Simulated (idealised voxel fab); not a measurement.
process module | voxel released beams
cross-section cut | 185 nm wide | cells 5 nm
A cross-section is a grid of square cells, given in bands from the top down. A band is one or more rows of cells.
Each band's line starts with the height of the band's top and of its bottom, in nm. Then come its materials from left to right, each with its width in nm. One material with "throughout" fills the band from edge to edge. "air" is empty space.
Height 0 is the level under which the wafer as received is all one material. The lowest band goes on downwards, as in "0 down".
A width such as "30 to 40" changes by the same amount from each row of cells to the next, from the band's top row to its bottom row.
"no change" after a step means that no cell of the cross-section changed.
closed voids: empty space of 8 cells or more with no open way to the top, each as width x height at its distance from the left edge, in nm
after a step's settings: what the simulator itself notes on the step
overlay nm, on a step with a mask: how far to the right of its planned place the mask lay; to the left if negative
plan
1 op RECEIVE | material Si
2 op CONFORMAL_DEP | material Al2O3 | thk nm 5
3 op DIRECTIONAL_DEP | material SiO2 | thk nm 10
4 op DIRECTIONAL_DEP | material aC | thk nm 10
5 op PATTERN | tone open | mask id ANCHOR | material resist | width nm 35 | thk nm 30 | overlay nm 0
6 op DIRECTIONAL_ETCH | etch materials aC | depth nm 10
7 op STRIP | etch materials resist
8 op DIRECTIONAL_ETCH | etch materials SiO2 | depth nm 10
9 op STRIP | etch materials aC
10 op CONFORMAL_DEP | material polySi | thk nm 10
11 op MASKED_ETCH | tone cover | mask id BEAM | width nm 95 | etch materials polySi | depth nm 10 | overlay nm 0
12 op STRIP | etch materials SiO2
first wafer, as planned
as received, after step 1
  0 down: Si throughout
  closed voids: none
after step 2
  5 to 0: Al2O3 throughout
  below 0: unchanged
after step 3
  15 to 5: SiO2 throughout
  below 5: unchanged
after step 4
  25 to 15: aC throughout
  below 15: unchanged
after step 5
  55 to 25: resist 45 | air 35 | resist 105
  below 25: unchanged
after step 6
  45 to 25: resist 45 | air 35 | resist 105
  25 to 15: aC 45 | air 35 | aC 105
  below 15: unchanged
after step 7
  25 to 15: aC 45 | air 35 | aC 105
  below 15: unchanged
after step 8
  25 to 15: aC 45 | air 35 | aC 105
  15 to 5: SiO2 45 | air 35 | SiO2 105
  below 5: unchanged
after step 9
  15 to 5: SiO2 45 | air 35 | SiO2 105
  below 5: unchanged
after step 10
  25 to 15: polySi 55 | air 15 | polySi 115
  15 to 5: SiO2 45 | polySi 35 | SiO2 105
  below 5: unchanged
after step 11
  25 to 15: air 40 | polySi 15 | air 15 | polySi 65 | air 50
  below 15: unchanged
after step 12
  25 to 15: air 40 | polySi 15 | air 15 | polySi 65 | air 50
  15 to 5: air 45 | polySi 35 | air 105
  below 5: unchanged
second wafer: like start, like plan, one mistake. Through step 8 it matches the first wafer
when step 9 should have ended
  0 down: Si throughout
when step 10 should have ended
  10 to 0: polySi throughout
  below 0: unchanged
when step 11 should have ended
  10 to 0: air 40 | polySi 95 | air 50
  below 0: unchanged
when step 12 should have ended: no change
what went wrong: step 9 ran as: op STRIP | etch materials Al2O3
at the end the second wafer has, in cells: 37 fewer of Al2O3 | 8 fewer of polySi
